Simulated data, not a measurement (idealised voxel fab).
A process module follows: voxel lift off.
Square cell edge 5 nm, section width 215 nm, ID cut.
We lay out every cross-section as a grid of square cells and spell it out in bands from the top down, where one band means one or more rows of cells.
This entry defines a band. It first specifies the height of the band's top and the height of its bottom in nm, and then specifies the band's materials from left to right, stating each material with its width in nm. The word "edge to edge" identifies a single material that fills the band from edge to edge, while the word "air" identifies empty space.
Heights from 0 (as-received wafer is one material below). Bottom band endless downward, as "top 0, no bottom".
Per-row width for "30..40": begins at first number (top row of band), ends at second number (bottom row), increment between rows held constant.
The cross-section has no changed cell in any step marked "same as before".
Enclosed voids (no open way to top), threshold 8 cells or more, entry "Tabulated closed voids", notation width x height at distance, distance from left edge, nm.
Read whatever lies past the settings on a step's line as the simulator's own remark about the step.
Each step line may optionally specify "overlay nm", which for a step with a mask gives the rightward distance between the mask's planned place and where it lay, a negative value indicating the leftward direction.
INTENDED PROCESS STEPS
1,RECEIVE,material Si
2,CONFORMAL_DEP,material Al2O3,thk nm 5
3,PATTERN,tone open,mask id LINES,material resist,width nm 15,pitch nm 40,thk nm 20,overlay nm 0
4,DIRECTIONAL_DEP,material Ru,thk nm 10
5,STRIP,etch materials resist
6,CONFORMAL_DEP,material SiCN,thk nm 5
The wafers are alike at the start. At step 3, their width nm differs. The plan lists the first wafer's value.
THE FIRST OF SEVERAL WAFERS IN CROSS-SECTION, EXACTLY AS IT REACHED US AFTER STEP 1
	top 0, no bottom: Si edge to edge
	Tabulated closed voids: none
END OF MODULE: CROSS-SECTION OF THE FIRST OF SEVERAL WAFERS AFTER STEP 6, THE LAST STEP
	top 20, bottom 15: 35 nm air  25 nm SiCN  15 nm air  25 nm SiCN  15 nm air  25 nm SiCN  15 nm air  25 nm SiCN  35 nm air
	top 15, bottom 10: 35 nm air  5 nm SiCN  15 nm Ru  5 nm SiCN  15 nm air  5 nm SiCN  15 nm Ru  5 nm SiCN  15 nm air  5 nm SiCN  15 nm Ru  5 nm SiCN  15 nm air  5 nm SiCN  15 nm Ru  5 nm SiCN  35 nm air
	top 10, bottom 5: 40 nm SiCN  15 nm Ru  25 nm SiCN  15 nm Ru  25 nm SiCN  15 nm Ru  25 nm SiCN  15 nm Ru  40 nm SiCN
	top 5, bottom 0: Al2O3 edge to edge
	top 0, no bottom: Si edge to edge
	Tabulated closed voids: none
X-SECTION, LAST WAFER, MODULE END
	top 20, bottom 15: 30 nm air  35 nm SiCN  5 nm air  35 nm SiCN  5 nm air  35 nm SiCN  5 nm air  35 nm SiCN  30 nm air
	top 15, bottom 10: 30 nm air  5 nm SiCN  25 nm Ru  5 nm SiCN  5 nm air  5 nm SiCN  25 nm Ru  5 nm SiCN  5 nm air  5 nm SiCN  25 nm Ru  5 nm SiCN  5 nm air  5 nm SiCN  25 nm Ru  5 nm SiCN  30 nm air
	top 10, bottom 5: 35 nm SiCN  25 nm Ru  15 nm SiCN  25 nm Ru  15 nm SiCN  25 nm Ru  15 nm SiCN  25 nm Ru  35 nm SiCN
	top 5, bottom 0: Al2O3 edge to edge
	top 0, no bottom: Si edge to edge
	Tabulated closed voids: none
BELOW IS A PER-WAFER TABLE. IN IT, EACH ROW DESCRIBES THE WAFER AT THE END OF THE MODULE BY GIVING, FOR EACH MATERIAL, THE NUMBER OF CELLS GAINED (+) OR LOST (-) SINCE THE WAFER WAS RECEIVED, AND AFTER THAT THE CLOSED VOIDS OF THE WAFER
width nm 15 | +43 Al2O3 | +24 Ru | +59 SiCN | Tabulated closed voids: none
width nm 20 | +43 Al2O3 | +32 Ru | +59 SiCN | Tabulated closed voids: none
width nm 25 | +43 Al2O3 | +40 Ru | +59 SiCN | Tabulated closed voids: none
